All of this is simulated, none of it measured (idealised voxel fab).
The following process module bears the name voxel self aligned contacts.
Each square cell in cross-section cut measures 5 nm, and the section as a whole is 185 nm wide.
Square cells in a grid make up a cross-section in this document, and the grid is given as bands, listed from the top down, each one or more rows of cells.
Band: top and bottom heights (nm) first, top before bottom; then materials from left to right, widths in nm. "everywhere" marks a sole material filling the band edge to edge. "empty" denotes empty space.
Below 0: as-received wafer, all one material; heights counted from there. Lowest band: no bottom, goes on down, written "0..down".
Per-row width for "30..40": begins at first number (top row of band), ends at second number (bottom row), increment between rows held constant.
The cross-section has no changed cell in any step marked "no change occurred".
Empty spaces without an open route to the top, at least 8 cells in extent, make up the entry "Tabulated closed voids"; each is given as width x height at distance, where the distance is measured from the left edge, and all are in nm.
Where a step's line continues beyond its settings, the continuation is a remark by the simulator itself on that step.
A step line may carry the setting "overlay nm", which, for steps involving a mask, states the distance by which the mask lay to the right of its intended position; negative values denote displacement to the left.
### Listed below are the process steps as planned
| 1 | op RECEIVE | material Si |
| 2 | op OXIDIZE | depth nm 5 |
| 3 | op DIRECTIONAL_DEP | material polySi | thk nm 25 |
| 4 | op DIRECTIONAL_DEP | material SiN | thk nm 20 |
| 5 | op MASKED_ETCH | tone cover | mask id GATE | width nm 35 | pitch nm 80 | etch materials SiN | depth nm 20 | overlay nm 0 |
| 6 | op MASKED_ETCH | tone cover | mask id GATE | width nm 35 | pitch nm 80 | etch materials polySi | depth nm 25 | overlay nm 0 |
| 7 | op CONFORMAL_DEP | material SiN | thk nm 10 |
| 8 | op DIRECTIONAL_ETCH | etch materials SiN | depth nm 10 |
| 9 | op FILL_DEP | material SiO2 | thk nm 20 |
| 10 | op CMP | height nm 55 |
| 11 | op PATTERN | tone open | mask id CONTACT | material resist | width nm 55 | thk nm 15 | overlay nm 0 |
| 12 | op DIRECTIONAL_ETCH | etch materials SiO2 | depth nm 60 |
| 13 | op STRIP | etch materials resist |
| 14 | op CONFORMAL_DEP | material TiN | thk nm 5 |
| 15 | op FILL_DEP | material Ru | thk nm 10 |
| 16 | op CMP | height nm 55 |
| 17 | op CONFORMAL_DEP | material SiCN | thk nm 5 |
### The cross-section here shows the wafer as received, i.e. in its state after step 1
* 0..down: Si everywhere
* Tabulated closed voids: none
### Cross-section at module end, one run error; start and plan unchanged from above
* 60..55: SiCN everywhere
* 55..45: SiO2: 65  TiN: 5..20  Ru: 45..15  TiN: 5..20  SiO2: 65
* 45..30: SiO2: 25  SiN: 55  TiN: 5  Ru: 15  TiN: 5  SiN: 55  SiO2: 25
* 30..25: SiO2: 25  SiN: 55  TiN: 5  Ru: 5  TiN: 15  SiN: 55  SiO2: 25
* 25..0: SiO2: 15  SiN: 10  polySi: 45  SiN: 10  TiN: 5  Ru: 5  TiN: 5  SiN: 10  polySi: 45  SiN: 10  SiO2: 25
* 0..-5: SiO2: 80  TiN: 15  SiO2: 90
* -5..down: Si everywhere
* Tabulated closed voids: none
It is concluded that the wafer was processed incorrectly with respect to the plan, in that for step 6, the planned setting was not used; the step was instead run as op MASKED_ETCH | tone cover | mask id GATE | width nm 35 | pitch nm 80 | etch materials polySi | depth nm 25 | overlay nm -10
